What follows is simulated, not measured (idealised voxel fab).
The name of this process module is voxel self aligned vias.
Cross-section cut: width 250 nm, square cells of 5 nm.
This document writes a cross-section as a grid whose cells are square, and gives it as bands, listed from the top down; one or more rows of cells form a band. In this notation a band is specified by the heights of its top and bottom, in that order and in nm, after which its materials appear from left to right, each paired with its width in nm. The word "full width" attached to a single material means that material fills the band from edge to edge; the word "blank" stands for empty space. Where do heights start? At 0: under that level the wafer as delivered is made of one material only. And the lowest band has no floor; it just carries on downward, as in "z 0 and below". A two-number width, for instance "30..40", indicates that the width is equal to the first number in the top row of the band and to the second number in the bottom row, and that it changes by a constant amount per row of cells. The designation "remained the same", where it is given for a processing step, indicates that no cell of the cross-section was altered in the course of that step. Basically, "Closed void table" tells you about the enclosed voids: empty spaces with no open way to the top, 8 cells or bigger, each written width x height at distance, where distance is from the left edge, all in nm. Past the settings on a step's line: simulator remark, on that step. On any step carrying a mask, the "overlay nm" setting, if present on the step's line, tells how far right of its planned place the mask lay; negative values point to the left.
-- Process steps - plan
1. RECEIVE | material Si
2. CONFORMAL_DEP | material SiO2 | thk nm 10
3. CONFORMAL_DEP | material SiCN | thk nm 5
4. DIRECTIONAL_DEP | material SiO2 | thk nm 20
5. PATTERN | tone open | mask id LINES | material resist | width nm 30 | pitch nm 55 | thk nm 15 | overlay nm 0
6. DIRECTIONAL_ETCH | etch materials SiO2 | depth nm 20
7. STRIP | etch materials resist
8. CONFORMAL_DEP | material TiN | thk nm 5
9. FILL_DEP | material Ru | thk nm 5
10. CMP | height nm 35
11. SELECTIVE_ETCH | etch materials W Ru TiN | depth nm 5
12. FILL_DEP | material SiN | thk nm 10
13. CMP | height nm 35
14. DIRECTIONAL_DEP | material SiO2 | thk nm 20
15. MASKED_ETCH | tone open | mask id VIAS | width nm 40 | pitch nm 55 | etch materials SiO2 | depth nm 20 | overlay nm 0
16. MASKED_ETCH | tone open | mask id VIAS | width nm 40 | pitch nm 55 | etch materials SiN | depth nm 5 | overlay nm 0
17. CONFORMAL_DEP | material TiN | thk nm 5
18. FILL_DEP | material Ru | thk nm 10
19. CMP | height nm 55
20. CONFORMAL_DEP | material SiCN | thk nm 5
-- First of two wafers - as planned
-- Cross-section of the wafer upon arrival, representing the state reached after step 1
  z 0 and below | Si full width
  Closed void table: none
-- Step 2 done - wafer cross-section
  z 10 to 0 | SiO2 full width
  Anything lower than 0 is untouched.
-- Step 3 done - wafer cross-section
  z 15 to 10 | SiCN full width
  Anything lower than 10 is untouched.
-- Step 4 done - wafer cross-section
  z 35 to 15 | SiO2 full width
  Anything lower than 15 is untouched.
-- Step 5 done - wafer cross-section
  z 50 to 35 | resist 55 nm, then blank 30 nm, then resist 25 nm, then blank 30 nm, then resist 25 nm, then blank 30 nm, then resist 55 nm
  Anything lower than 35 is untouched.
-- Step 6 done - wafer cross-section
  z 50 to 35 | resist 55 nm, then blank 30 nm, then resist 25 nm, then blank 30 nm, then resist 25 nm, then blank 30 nm, then resist 55 nm
  z 35 to 15 | SiO2 55 nm, then blank 30 nm, then SiO2 25 nm, then blank 30 nm, then SiO2 25 nm, then blank 30 nm, then SiO2 55 nm
  Anything lower than 15 is untouched.
-- Step 7 done - wafer cross-section
  z 35 to 15 | SiO2 55 nm, then blank 30 nm, then SiO2 25 nm, then blank 30 nm, then SiO2 25 nm, then blank 30 nm, then SiO2 55 nm
  Anything lower than 15 is untouched.
-- Step 8 done - wafer cross-section
  z 40 to 35 | TiN 60 nm, then blank 20 nm, then TiN 35 nm, then blank 20 nm, then TiN 35 nm, then blank 20 nm, then TiN 60 nm
  z 35 to 20 | SiO2 55 nm, then TiN 5 nm, then blank 20 nm, then TiN 5 nm, then SiO2 25 nm, then TiN 5 nm, then blank 20 nm, then TiN 5 nm, then SiO2 25 nm, then TiN 5 nm, then blank 20 nm, then TiN 5 nm, then SiO2 55 nm
  z 20 to 15 | SiO2 55 nm, then TiN 30 nm, then SiO2 25 nm, then TiN 30 nm, then SiO2 25 nm, then TiN 30 nm, then SiO2 55 nm
  Anything lower than 15 is untouched.
-- Step 9 done - wafer cross-section
  z 45 to 40 | Ru full width
  z 40 to 35 | TiN 60 nm, then Ru 20 nm, then TiN 35 nm, then Ru 20 nm, then TiN 35 nm, then Ru 20 nm, then TiN 60 nm
  z 35 to 20 | SiO2 55 nm, then TiN 5 nm, then Ru 20 nm, then TiN 5 nm, then SiO2 25 nm, then TiN 5 nm, then Ru 20 nm, then TiN 5 nm, then SiO2 25 nm, then TiN 5 nm, then Ru 20 nm, then TiN 5 nm, then SiO2 55 nm
  Anything lower than 20 is untouched.
-- Step 10 done - wafer cross-section
  z 35 to 20 | SiO2 55 nm, then TiN 5 nm, then Ru 20 nm, then TiN 5 nm, then SiO2 25 nm, then TiN 5 nm, then Ru 20 nm, then TiN 5 nm, then SiO2 25 nm, then TiN 5 nm, then Ru 20 nm, then TiN 5 nm, then SiO2 55 nm
  Anything lower than 20 is untouched.
-- Step 11 done - wafer cross-section
  z 35 to 30 | SiO2 55 nm, then blank 30 nm, then SiO2 25 nm, then blank 30 nm, then SiO2 25 nm, then blank 30 nm, then SiO2 55 nm
  Anything lower than 30 is untouched.
-- Step 12 done - wafer cross-section
  z 45 to 35 | SiN full width
  z 35 to 30 | SiO2 55 nm, then SiN 30 nm, then SiO2 25 nm, then SiN 30 nm, then SiO2 25 nm, then SiN 30 nm, then SiO2 55 nm
  Anything lower than 30 is untouched.
-- Step 13 done - wafer cross-section
  z 35 to 30 | SiO2 55 nm, then SiN 30 nm, then SiO2 25 nm, then SiN 30 nm, then SiO2 25 nm, then SiN 30 nm, then SiO2 55 nm
  Anything lower than 30 is untouched.
-- Step 14 done - wafer cross-section
  z 55 to 35 | SiO2 full width
  Anything lower than 35 is untouched.
-- Step 15 done - wafer cross-section
  z 55 to 35 | SiO2 50 nm, then blank 40 nm, then SiO2 15 nm, then blank 40 nm, then SiO2 15 nm, then blank 40 nm, then SiO2 50 nm
  Anything lower than 35 is untouched.
-- Step 16 done - wafer cross-section
  z 55 to 35 | SiO2 50 nm, then blank 40 nm, then SiO2 15 nm, then blank 40 nm, then SiO2 15 nm, then blank 40 nm, then SiO2 50 nm
  z 35 to 30 | SiO2 55 nm, then blank 30 nm, then SiO2 25 nm, then blank 30 nm, then SiO2 25 nm, then blank 30 nm, then SiO2 55 nm
  Anything lower than 30 is untouched.
-- Step 17 done - wafer cross-section
  z 60 to 55 | TiN 55 nm, then blank 30 nm, then TiN 25 nm, then blank 30 nm, then TiN 25 nm, then blank 30 nm, then TiN 55 nm
  z 55 to 40 | SiO2 50 nm, then TiN 5 nm, then blank 30 nm, then TiN 5 nm, then SiO2 15 nm, then TiN 5 nm, then blank 30 nm, then TiN 5 nm, then SiO2 15 nm, then TiN 5 nm, then blank 30 nm, then TiN 5 nm, then SiO2 50 nm
  z 40 to 35 | SiO2 50 nm, then TiN 10 nm, then blank 20 nm, then TiN 10 nm, then SiO2 15 nm, then TiN 10 nm, then blank 20 nm, then TiN 10 nm, then SiO2 15 nm, then TiN 10 nm, then blank 20 nm, then TiN 10 nm, then SiO2 50 nm
  z 35 to 30 | SiO2 55 nm, then TiN 30 nm, then SiO2 25 nm, then TiN 30 nm, then SiO2 25 nm, then TiN 30 nm, then SiO2 55 nm
  Anything lower than 30 is untouched.
-- Step 18 done - wafer cross-section
  z 70 to 60 | Ru full width
  z 60 to 55 | TiN 55 nm, then Ru 30 nm, then TiN 25 nm, then Ru 30 nm, then TiN 25 nm, then Ru 30 nm, then TiN 55 nm
  z 55 to 40 | SiO2 50 nm, then TiN 5 nm, then Ru 30 nm, then TiN 5 nm, then SiO2 15 nm, then TiN 5 nm, then Ru 30 nm, then TiN 5 nm, then SiO2 15 nm, then TiN 5 nm, then Ru 30 nm, then TiN 5 nm, then SiO2 50 nm
  z 40 to 35 | SiO2 50 nm, then TiN 10 nm, then Ru 20 nm, then TiN 10 nm, then SiO2 15 nm, then TiN 10 nm, then Ru 20 nm, then TiN 10 nm, then SiO2 15 nm, then TiN 10 nm, then Ru 20 nm, then TiN 10 nm, then SiO2 50 nm
  Anything lower than 35 is untouched.
-- Step 19 done - wafer cross-section
  z 55 to 40 | SiO2 50 nm, then TiN 5 nm, then Ru 30 nm, then TiN 5 nm, then SiO2 15 nm, then TiN 5 nm, then Ru 30 nm, then TiN 5 nm, then SiO2 15 nm, then TiN 5 nm, then Ru 30 nm, then TiN 5 nm, then SiO2 50 nm
  Anything lower than 40 is untouched.
-- Step 20 done - wafer cross-section
  z 60 to 55 | SiCN full width
  Anything lower than 55 is untouched.
-- Second Wafer (Identical Start and Plan, One Processing Error; Matches First Wafer Through Step 4)
-- Cross-section of the second wafer at the time by which step 5 should have been completed according to the plan
  z 50 to 35 | resist 55 nm, then blank 35 nm, then resist 20 nm, then blank 35 nm, then resist 20 nm, then blank 35 nm, then resist 50 nm
  Anything lower than 35 is untouched.
-- Cross-section of the second wafer at the time by which step 6 should have been completed according to the plan
  z 50 to 35 | resist 55 nm, then blank 35 nm, then resist 20 nm, then blank 35 nm, then resist 20 nm, then blank 35 nm, then resist 50 nm
  z 35 to 15 | SiO2 55 nm, then blank 35 nm, then SiO2 20 nm, then blank 35 nm, then SiO2 20 nm, then blank 35 nm, then SiO2 50 nm
  Anything lower than 15 is untouched.
-- Cross-section of the second wafer at the time by which step 7 should have been completed according to the plan
  z 35 to 15 | SiO2 55 nm, then blank 35 nm, then SiO2 20 nm, then blank 35 nm, then SiO2 20 nm, then blank 35 nm, then SiO2 50 nm
  Anything lower than 15 is untouched.
-- Cross-section of the second wafer at the time by which step 8 should have been completed according to the plan
  z 40 to 35 | TiN 60 nm, then blank 25 nm, then TiN 30 nm, then blank 25 nm, then TiN 30 nm, then blank 25 nm, then TiN 55 nm
  z 35 to 20 | SiO2 55 nm, then TiN 5 nm, then blank 25 nm, then TiN 5 nm, then SiO2 20 nm, then TiN 5 nm, then blank 25 nm, then TiN 5 nm, then SiO2 20 nm, then TiN 5 nm, then blank 25 nm, then TiN 5 nm, then SiO2 50 nm
  z 20 to 15 | SiO2 55 nm, then TiN 35 nm, then SiO2 20 nm, then TiN 35 nm, then SiO2 20 nm, then TiN 35 nm, then SiO2 50 nm
  Anything lower than 15 is untouched.
-- Cross-section of the second wafer at the time by which step 9 should have been completed according to the plan
  z 45 to 40 | Ru full width
  z 40 to 35 | TiN 60 nm, then Ru 25 nm, then TiN 30 nm, then Ru 25 nm, then TiN 30 nm, then Ru 25 nm, then TiN 55 nm
  z 35 to 20 | SiO2 55 nm, then TiN 5 nm, then Ru 25 nm, then TiN 5 nm, then SiO2 20 nm, then TiN 5 nm, then Ru 25 nm, then TiN 5 nm, then SiO2 20 nm, then TiN 5 nm, then Ru 25 nm, then TiN 5 nm, then SiO2 50 nm
  Anything lower than 20 is untouched.
-- Cross-section of the second wafer at the time by which step 10 should have been completed according to the plan
  z 35 to 20 | SiO2 55 nm, then TiN 5 nm, then Ru 25 nm, then TiN 5 nm, then SiO2 20 nm, then TiN 5 nm, then Ru 25 nm, then TiN 5 nm, then SiO2 20 nm, then TiN 5 nm, then Ru 25 nm, then TiN 5 nm, then SiO2 50 nm
  Anything lower than 20 is untouched.
-- Cross-section of the second wafer at the time by which step 11 should have been completed according to the plan
  z 35 to 30 | SiO2 55 nm, then blank 35 nm, then SiO2 20 nm, then blank 35 nm, then SiO2 20 nm, then blank 35 nm, then SiO2 50 nm
  Anything lower than 30 is untouched.
-- Cross-section of the second wafer at the time by which step 12 should have been completed according to the plan
  z 45 to 35 | SiN full width
  z 35 to 30 | SiO2 55 nm, then SiN 35 nm, then SiO2 20 nm, then SiN 35 nm, then SiO2 20 nm, then SiN 35 nm, then SiO2 50 nm
  Anything lower than 30 is untouched.
-- Cross-section of the second wafer at the time by which step 13 should have been completed according to the plan
  z 35 to 30 | SiO2 55 nm, then SiN 35 nm, then SiO2 20 nm, then SiN 35 nm, then SiO2 20 nm, then SiN 35 nm, then SiO2 50 nm
  Anything lower than 30 is untouched.
-- Cross-section of the second wafer at the time by which step 14 should have been completed according to the plan
  z 55 to 35 | SiO2 full width
  Anything lower than 35 is untouched.
-- Cross-section of the second wafer at the time by which step 15 should have been completed according to the plan
  z 55 to 35 | SiO2 50 nm, then blank 40 nm, then SiO2 15 nm, then blank 40 nm, then SiO2 15 nm, then blank 40 nm, then SiO2 50 nm
  Anything lower than 35 is untouched.
-- Cross-section of the second wafer at the time by which step 16 should have been completed according to the plan
  z 55 to 35 | SiO2 50 nm, then blank 40 nm, then SiO2 15 nm, then blank 40 nm, then SiO2 15 nm, then blank 40 nm, then SiO2 50 nm
  z 35 to 30 | SiO2 55 nm, then blank 35 nm, then SiO2 20 nm, then blank 35 nm, then SiO2 20 nm, then blank 35 nm, then SiO2 50 nm
  Anything lower than 30 is untouched.
-- Cross-section of the second wafer at the time by which step 17 should have been completed according to the plan
  z 60 to 55 | TiN 55 nm, then blank 30 nm, then TiN 25 nm, then blank 30 nm, then TiN 25 nm, then blank 30 nm, then TiN 55 nm
  z 55 to 40 | SiO2 50 nm, then TiN 5 nm, then blank 30 nm, then TiN 5 nm, then SiO2 15 nm, then TiN 5 nm, then blank 30 nm, then TiN 5 nm, then SiO2 15 nm, then TiN 5 nm, then blank 30 nm, then TiN 5 nm, then SiO2 50 nm
  z 40 to 35 | SiO2 50 nm, then TiN 10 nm, then blank 25 nm, then TiN 5 nm, then SiO2 15 nm, then TiN 10 nm, then blank 25 nm, then TiN 5 nm, then SiO2 15 nm, then TiN 10 nm, then blank 25 nm, then TiN 5 nm, then SiO2 50 nm
  z 35 to 30 | SiO2 55 nm, then TiN 35 nm, then SiO2 20 nm, then TiN 35 nm, then SiO2 20 nm, then TiN 35 nm, then SiO2 50 nm
  Anything lower than 30 is untouched.
-- Cross-section of the second wafer at the time by which step 18 should have been completed according to the plan
  z 70 to 60 | Ru full width
  z 60 to 55 | TiN 55 nm, then Ru 30 nm, then TiN 25 nm, then Ru 30 nm, then TiN 25 nm, then Ru 30 nm, then TiN 55 nm
  z 55 to 40 | SiO2 50 nm, then TiN 5 nm, then Ru 30 nm, then TiN 5 nm, then SiO2 15 nm, then TiN 5 nm, then Ru 30 nm, then TiN 5 nm, then SiO2 15 nm, then TiN 5 nm, then Ru 30 nm, then TiN 5 nm, then SiO2 50 nm
  z 40 to 35 | SiO2 50 nm, then TiN 10 nm, then Ru 25 nm, then TiN 5 nm, then SiO2 15 nm, then TiN 10 nm, then Ru 25 nm, then TiN 5 nm, then SiO2 15 nm, then TiN 10 nm, then Ru 25 nm, then TiN 5 nm, then SiO2 50 nm
  Anything lower than 35 is untouched.
-- Cross-section of the second wafer at the time by which step 19 should have been completed according to the plan
  z 55 to 40 | SiO2 50 nm, then TiN 5 nm, then Ru 30 nm, then TiN 5 nm, then SiO2 15 nm, then TiN 5 nm, then Ru 30 nm, then TiN 5 nm, then SiO2 15 nm, then TiN 5 nm, then Ru 30 nm, then TiN 5 nm, then SiO2 50 nm
  Anything lower than 40 is untouched.
-- Cross-section of the second wafer at the time by which step 20 should have been completed according to the plan
  z 60 to 55 | SiCN full width
  Anything lower than 55 is untouched.
Where did the run depart from the plan? heads up, step 5 didn't go per plan, it actually ran as PATTERN | tone open | mask id LINES | material resist | width nm 35 | pitch nm 55 | thk nm 15 | overlay nm 0
FYI, end of process, the second wafer has more or fewer cells of some materials than the first: Ru: 9 more | SiO2: 12 fewer | TiN: 3 more
